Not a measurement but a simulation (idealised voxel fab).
process module | voxel gate over fins
cross-section cut | 280 nm wide | cells 5 nm
A cross-section is a grid of square cells, given in bands from the top down. A band is one or more rows of cells.
Each band's line starts with the height of the band's top and of its bottom, in nm. Then come its materials from left to right, each with its width in nm. One material with "throughout" fills the band from edge to edge. "air" is empty space.
Height 0 is the level under which the wafer as received is all one material. The lowest band goes on downwards, as in "0 down".
A width such as "30 to 40" changes by the same amount from each row of cells to the next, from the band's top row to its bottom row.
"no change" after a step means that no cell of the cross-section changed.
closed voids: empty space of 8 cells or more with no open way to the top, each as width x height at its distance from the left edge, in nm
after a step's settings: what the simulator itself notes on the step
overlay nm, on a step with a mask: how far to the right of its planned place the mask lay; to the left if negative
plan
1 op RECEIVE | material Si
2 op CONFORMAL_DEP | material SiN | thk nm 10
3 op DIRECTIONAL_DEP | material aC | thk nm 10
4 op PATTERN | tone cover | mask id FINS | material resist | width nm 15 | pitch nm 60 | thk nm 25 | overlay nm 0
5 op DIRECTIONAL_ETCH | etch materials aC | depth nm 10
6 op STRIP | etch materials resist
7 op DIRECTIONAL_ETCH | etch materials SiN | depth nm 10
8 op DIRECTIONAL_ETCH | etch materials Si | depth nm 30
9 op STRIP | etch materials aC
10 op OXIDIZE | depth nm 5
11 op FILL_DEP | material SiO2 | thk nm 5
12 op CMP | height nm 10
13 op PATTERN | tone open | mask id RAIL | material resist | width nm 15 | thk nm 20 | overlay nm 0
14 op DIRECTIONAL_ETCH | etch materials SiO2 | depth nm 35
15 op STRIP | etch materials resist
16 op CONFORMAL_DEP | material TiN | thk nm 5
17 op FILL_DEP | material W | thk nm 10
18 op CMP | height nm 10
19 op SELECTIVE_ETCH | etch materials W Ru TiN | depth nm 30
20 op FILL_DEP | material SiO2 | thk nm 5
21 op CMP | height nm 10
22 op SELECTIVE_ETCH | etch materials SiO2 | depth nm 25
23 op STRIP | etch materials SiN
24 op CONFORMAL_DEP | material HfO2 | thk nm 5
25 op CONFORMAL_DEP | material TiN | thk nm 5
26 op FILL_DEP | material W | thk nm 15
27 op CMP | height nm 20
28 op CONFORMAL_DEP | material SiCN | thk nm 10
first wafer, as planned
as received, after step 1
  0 down: Si throughout
  closed voids: none
after step 2
  10 to 0: SiN throughout
  below 0: unchanged
after step 3
  20 to 10: aC throughout
  below 10: unchanged
after step 4
  45 to 20: air 70 | resist 15 | air 45 | resist 15 | air 45 | resist 15 | air 75
  below 20: unchanged
after step 5
  35 to 20: air 70 | resist 15 | air 45 | resist 15 | air 45 | resist 15 | air 75
  20 to 10: air 70 | aC 15 | air 45 | aC 15 | air 45 | aC 15 | air 75
  below 10: unchanged
after step 6
  20 to 10: air 70 | aC 15 | air 45 | aC 15 | air 45 | aC 15 | air 75
  below 10: unchanged
after step 7
  20 to 10: air 70 | aC 15 | air 45 | aC 15 | air 45 | aC 15 | air 75
  10 to 0: air 70 | SiN 15 | air 45 | SiN 15 | air 45 | SiN 15 | air 75
  below 0: unchanged
after step 8
  20 to 10: air 70 | aC 15 | air 45 | aC 15 | air 45 | aC 15 | air 75
  10 to 0: air 70 | SiN 15 | air 45 | SiN 15 | air 45 | SiN 15 | air 75
  0 to -30: air 70 | Si 15 | air 45 | Si 15 | air 45 | Si 15 | air 75
  below -30: unchanged
after step 9
  10 to 0: air 70 | SiN 15 | air 45 | SiN 15 | air 45 | SiN 15 | air 75
  below 0: unchanged
after step 10
  10 to 0: air 70 | SiN 15 | air 45 | SiN 15 | air 45 | SiN 15 | air 75
  0 to -30: air 70 | SiO2 5 | Si 5 | SiO2 5 | air 45 | SiO2 5 | Si 5 | SiO2 5 | air 45 | SiO2 5 | Si 5 | SiO2 5 | air 75
  -30 to -35: SiO2 75 | Si 5 | SiO2 55 | Si 5 | SiO2 55 | Si 5 | SiO2 80
  below -35: unchanged
after step 11
  15 to 10: SiO2 throughout
  10 to 0: SiO2 70 | SiN 15 | SiO2 45 | SiN 15 | SiO2 45 | SiN 15 | SiO2 75
  0 to -35: SiO2 75 | Si 5 | SiO2 55 | Si 5 | SiO2 55 | Si 5 | SiO2 80
  below -35: unchanged
after step 12
  10 to 0: SiO2 70 | SiN 15 | SiO2 45 | SiN 15 | SiO2 45 | SiN 15 | SiO2 75
  below 0: unchanged
after step 13
  30 to 10: resist 100 | air 15 | resist 165
  below 10: unchanged
after step 14
  30 to 10: resist 100 | air 15 | resist 165
  10 to 0: SiO2 70 | SiN 15 | SiO2 15 | air 15 | SiO2 15 | SiN 15 | SiO2 45 | SiN 15 | SiO2 75
  0 to -25: SiO2 75 | Si 5 | SiO2 20 | air 15 | SiO2 20 | Si 5 | SiO2 55 | Si 5 | SiO2 80
  below -25: unchanged
after step 15
  10 to 0: SiO2 70 | SiN 15 | SiO2 15 | air 15 | SiO2 15 | SiN 15 | SiO2 45 | SiN 15 | SiO2 75
  below 0: unchanged
after step 16
  15 to 10: TiN 105 | air 5 | TiN 170
  10 to 0: SiO2 70 | SiN 15 | SiO2 15 | TiN 5 | air 5 | TiN 5 | SiO2 15 | SiN 15 | SiO2 45 | SiN 15 | SiO2 75
  0 to -20: SiO2 75 | Si 5 | SiO2 20 | TiN 5 | air 5 | TiN 5 | SiO2 20 | Si 5 | SiO2 55 | Si 5 | SiO2 80
  -20 to -25: SiO2 75 | Si 5 | SiO2 20 | TiN 15 | SiO2 20 | Si 5 | SiO2 55 | Si 5 | SiO2 80
  below -25: unchanged
after step 17
  25 to 15: W throughout
  15 to 10: TiN 105 | W 5 | TiN 170
  10 to 0: SiO2 70 | SiN 15 | SiO2 15 | TiN 5 | W 5 | TiN 5 | SiO2 15 | SiN 15 | SiO2 45 | SiN 15 | SiO2 75
  0 to -20: SiO2 75 | Si 5 | SiO2 20 | TiN 5 | W 5 | TiN 5 | SiO2 20 | Si 5 | SiO2 55 | Si 5 | SiO2 80
  below -20: unchanged
after step 18
  10 to 0: SiO2 70 | SiN 15 | SiO2 15 | TiN 5 | W 5 | TiN 5 | SiO2 15 | SiN 15 | SiO2 45 | SiN 15 | SiO2 75
  below 0: unchanged
after step 19
  10 to 0: SiO2 70 | SiN 15 | SiO2 15 | air 15 | SiO2 15 | SiN 15 | SiO2 45 | SiN 15 | SiO2 75
  0 to -20: SiO2 75 | Si 5 | SiO2 20 | air 15 | SiO2 20 | Si 5 | SiO2 55 | Si 5 | SiO2 80
  below -20: unchanged
after step 20
  15 to 10: SiO2 throughout
  10 to 0: SiO2 70 | SiN 15 | SiO2 45 | SiN 15 | SiO2 45 | SiN 15 | SiO2 75
  0 to -20: SiO2 75 | Si 5 | SiO2 55 | Si 5 | SiO2 55 | Si 5 | SiO2 80
  below -20: unchanged
after step 21
  10 to 0: SiO2 70 | SiN 15 | SiO2 45 | SiN 15 | SiO2 45 | SiN 15 | SiO2 75
  below 0: unchanged
after step 22
  10 to 0: air 70 | SiN 15 | air 45 | SiN 15 | air 45 | SiN 15 | air 75
  0 to -15: air 75 | Si 5 | air 55 | Si 5 | air 55 | Si 5 | air 80
  below -15: unchanged
after step 23
  0 to -15: air 75 | Si 5 | air 55 | Si 5 | air 55 | Si 5 | air 80
  below -15: unchanged
after step 24
  5 to 0: air 70 | HfO2 15 | air 45 | HfO2 15 | air 45 | HfO2 15 | air 75
  0 to -10: air 70 | HfO2 5 | Si 5 | HfO2 5 | air 45 | HfO2 5 | Si 5 | HfO2 5 | air 45 | HfO2 5 | Si 5 | HfO2 5 | air 75
  -10 to -15: HfO2 75 | Si 5 | HfO2 55 | Si 5 | HfO2 55 | Si 5 | HfO2 80
  below -15: unchanged
after step 25
  10 to 5: air 65 | TiN 25 | air 35 | TiN 25 | air 35 | TiN 25 | air 70
  5 to 0: air 65 | TiN 5 | HfO2 15 | TiN 5 | air 35 | TiN 5 | HfO2 15 | TiN 5 | air 35 | TiN 5 | HfO2 15 | TiN 5 | air 70
  0 to -5: air 65 | TiN 5 | HfO2 5 | Si 5 | HfO2 5 | TiN 5 | air 35 | TiN 5 | HfO2 5 | Si 5 | HfO2 5 | TiN 5 | air 35 | TiN 5 | HfO2 5 | Si 5 | HfO2 5 | TiN 5 | air 70
  -5 to -10: TiN 70 | HfO2 5 | Si 5 | HfO2 5 | TiN 45 | HfO2 5 | Si 5 | HfO2 5 | TiN 45 | HfO2 5 | Si 5 | HfO2 5 | TiN 75
  below -10: unchanged
after step 26
  25 to 10: W throughout
  10 to 5: W 65 | TiN 25 | W 35 | TiN 25 | W 35 | TiN 25 | W 70
  5 to 0: W 65 | TiN 5 | HfO2 15 | TiN 5 | W 35 | TiN 5 | HfO2 15 | TiN 5 | W 35 | TiN 5 | HfO2 15 | TiN 5 | W 70
  0 to -5: W 65 | TiN 5 | HfO2 5 | Si 5 | HfO2 5 | TiN 5 | W 35 | TiN 5 | HfO2 5 | Si 5 | HfO2 5 | TiN 5 | W 35 | TiN 5 | HfO2 5 | Si 5 | HfO2 5 | TiN 5 | W 70
  below -5: unchanged
after step 27
  20 to 10: W throughout
  below 10: unchanged
after step 28
  30 to 20: SiCN throughout
  below 20: unchanged
second wafer: like start, like plan, one mistake. Through step 7 it matches the first wafer
when step 8 should have ended
  20 to 10: air 70 | aC 15 | air 45 | aC 15 | air 45 | aC 15 | air 75
  10 to 0: air 70 | SiN 15 | air 45 | SiN 15 | air 45 | SiN 15 | air 75
  0 to -60: air 70 | Si 15 | air 45 | Si 15 | air 45 | Si 15 | air 75
  below -60: unchanged
when step 9 should have ended
  10 to 0: air 70 | SiN 15 | air 45 | SiN 15 | air 45 | SiN 15 | air 75
  below 0: unchanged
when step 10 should have ended
  10 to 0: air 70 | SiN 15 | air 45 | SiN 15 | air 45 | SiN 15 | air 75
  0 to -60: air 70 | SiO2 5 | Si 5 | SiO2 5 | air 45 | SiO2 5 | Si 5 | SiO2 5 | air 45 | SiO2 5 | Si 5 | SiO2 5 | air 75
  -60 to -65: SiO2 75 | Si 5 | SiO2 55 | Si 5 | SiO2 55 | Si 5 | SiO2 80
  below -65: unchanged
when step 11 should have ended
  15 to 10: SiO2 throughout
  10 to 0: SiO2 70 | SiN 15 | SiO2 45 | SiN 15 | SiO2 45 | SiN 15 | SiO2 75
  0 to -65: SiO2 75 | Si 5 | SiO2 55 | Si 5 | SiO2 55 | Si 5 | SiO2 80
  below -65: unchanged
when step 12 should have ended
  10 to 0: SiO2 70 | SiN 15 | SiO2 45 | SiN 15 | SiO2 45 | SiN 15 | SiO2 75
  below 0: unchanged
when step 13 should have ended
  30 to 10: resist 100 | air 15 | resist 165
  below 10: unchanged
when step 14 should have ended
  30 to 10: resist 100 | air 15 | resist 165
  10 to 0: SiO2 70 | SiN 15 | SiO2 15 | air 15 | SiO2 15 | SiN 15 | SiO2 45 | SiN 15 | SiO2 75
  0 to -25: SiO2 75 | Si 5 | SiO2 20 | air 15 | SiO2 20 | Si 5 | SiO2 55 | Si 5 | SiO2 80
  below -25: unchanged
when step 15 should have ended
  10 to 0: SiO2 70 | SiN 15 | SiO2 15 | air 15 | SiO2 15 | SiN 15 | SiO2 45 | SiN 15 | SiO2 75
  below 0: unchanged
when step 16 should have ended
  15 to 10: TiN 105 | air 5 | TiN 170
  10 to 0: SiO2 70 | SiN 15 | SiO2 15 | TiN 5 | air 5 | TiN 5 | SiO2 15 | SiN 15 | SiO2 45 | SiN 15 | SiO2 75
  0 to -20: SiO2 75 | Si 5 | SiO2 20 | TiN 5 | air 5 | TiN 5 | SiO2 20 | Si 5 | SiO2 55 | Si 5 | SiO2 80
  -20 to -25: SiO2 75 | Si 5 | SiO2 20 | TiN 15 | SiO2 20 | Si 5 | SiO2 55 | Si 5 | SiO2 80
  below -25: unchanged
when step 17 should have ended
  25 to 15: W throughout
  15 to 10: TiN 105 | W 5 | TiN 170
  10 to 0: SiO2 70 | SiN 15 | SiO2 15 | TiN 5 | W 5 | TiN 5 | SiO2 15 | SiN 15 | SiO2 45 | SiN 15 | SiO2 75
  0 to -20: SiO2 75 | Si 5 | SiO2 20 | TiN 5 | W 5 | TiN 5 | SiO2 20 | Si 5 | SiO2 55 | Si 5 | SiO2 80
  below -20: unchanged
when step 18 should have ended
  10 to 0: SiO2 70 | SiN 15 | SiO2 15 | TiN 5 | W 5 | TiN 5 | SiO2 15 | SiN 15 | SiO2 45 | SiN 15 | SiO2 75
  below 0: unchanged
when step 19 should have ended
  10 to 0: SiO2 70 | SiN 15 | SiO2 15 | air 15 | SiO2 15 | SiN 15 | SiO2 45 | SiN 15 | SiO2 75
  0 to -20: SiO2 75 | Si 5 | SiO2 20 | air 15 | SiO2 20 | Si 5 | SiO2 55 | Si 5 | SiO2 80
  below -20: unchanged
when step 20 should have ended
  15 to 10: SiO2 throughout
  10 to 0: SiO2 70 | SiN 15 | SiO2 45 | SiN 15 | SiO2 45 | SiN 15 | SiO2 75
  0 to -20: SiO2 75 | Si 5 | SiO2 55 | Si 5 | SiO2 55 | Si 5 | SiO2 80
  below -20: unchanged
when step 21 should have ended
  10 to 0: SiO2 70 | SiN 15 | SiO2 45 | SiN 15 | SiO2 45 | SiN 15 | SiO2 75
  below 0: unchanged
when step 22 should have ended
  10 to 0: air 70 | SiN 15 | air 45 | SiN 15 | air 45 | SiN 15 | air 75
  0 to -15: air 75 | Si 5 | air 55 | Si 5 | air 55 | Si 5 | air 80
  below -15: unchanged
when step 23 should have ended
  0 to -15: air 75 | Si 5 | air 55 | Si 5 | air 55 | Si 5 | air 80
  below -15: unchanged
when step 24 should have ended
  5 to 0: air 70 | HfO2 15 | air 45 | HfO2 15 | air 45 | HfO2 15 | air 75
  0 to -10: air 70 | HfO2 5 | Si 5 | HfO2 5 | air 45 | HfO2 5 | Si 5 | HfO2 5 | air 45 | HfO2 5 | Si 5 | HfO2 5 | air 75
  -10 to -15: HfO2 75 | Si 5 | HfO2 55 | Si 5 | HfO2 55 | Si 5 | HfO2 80
  below -15: unchanged
when step 25 should have ended
  10 to 5: air 65 | TiN 25 | air 35 | TiN 25 | air 35 | TiN 25 | air 70
  5 to 0: air 65 | TiN 5 | HfO2 15 | TiN 5 | air 35 | TiN 5 | HfO2 15 | TiN 5 | air 35 | TiN 5 | HfO2 15 | TiN 5 | air 70
  0 to -5: air 65 | TiN 5 | HfO2 5 | Si 5 | HfO2 5 | TiN 5 | air 35 | TiN 5 | HfO2 5 | Si 5 | HfO2 5 | TiN 5 | air 35 | TiN 5 | HfO2 5 | Si 5 | HfO2 5 | TiN 5 | air 70
  -5 to -10: TiN 70 | HfO2 5 | Si 5 | HfO2 5 | TiN 45 | HfO2 5 | Si 5 | HfO2 5 | TiN 45 | HfO2 5 | Si 5 | HfO2 5 | TiN 75
  below -10: unchanged
when step 26 should have ended
  25 to 10: W throughout
  10 to 5: W 65 | TiN 25 | W 35 | TiN 25 | W 35 | TiN 25 | W 70
  5 to 0: W 65 | TiN 5 | HfO2 15 | TiN 5 | W 35 | TiN 5 | HfO2 15 | TiN 5 | W 35 | TiN 5 | HfO2 15 | TiN 5 | W 70
  0 to -5: W 65 | TiN 5 | HfO2 5 | Si 5 | HfO2 5 | TiN 5 | W 35 | TiN 5 | HfO2 5 | Si 5 | HfO2 5 | TiN 5 | W 35 | TiN 5 | HfO2 5 | Si 5 | HfO2 5 | TiN 5 | W 70
  below -5: unchanged
when step 27 should have ended
  20 to 10: W throughout
  below 10: unchanged
when step 28 should have ended
  30 to 20: SiCN throughout
  below 20: unchanged
what went wrong: step 8 was run twice
at the end the second wafer has, in cells: 318 fewer of Si | 318 more of SiO2
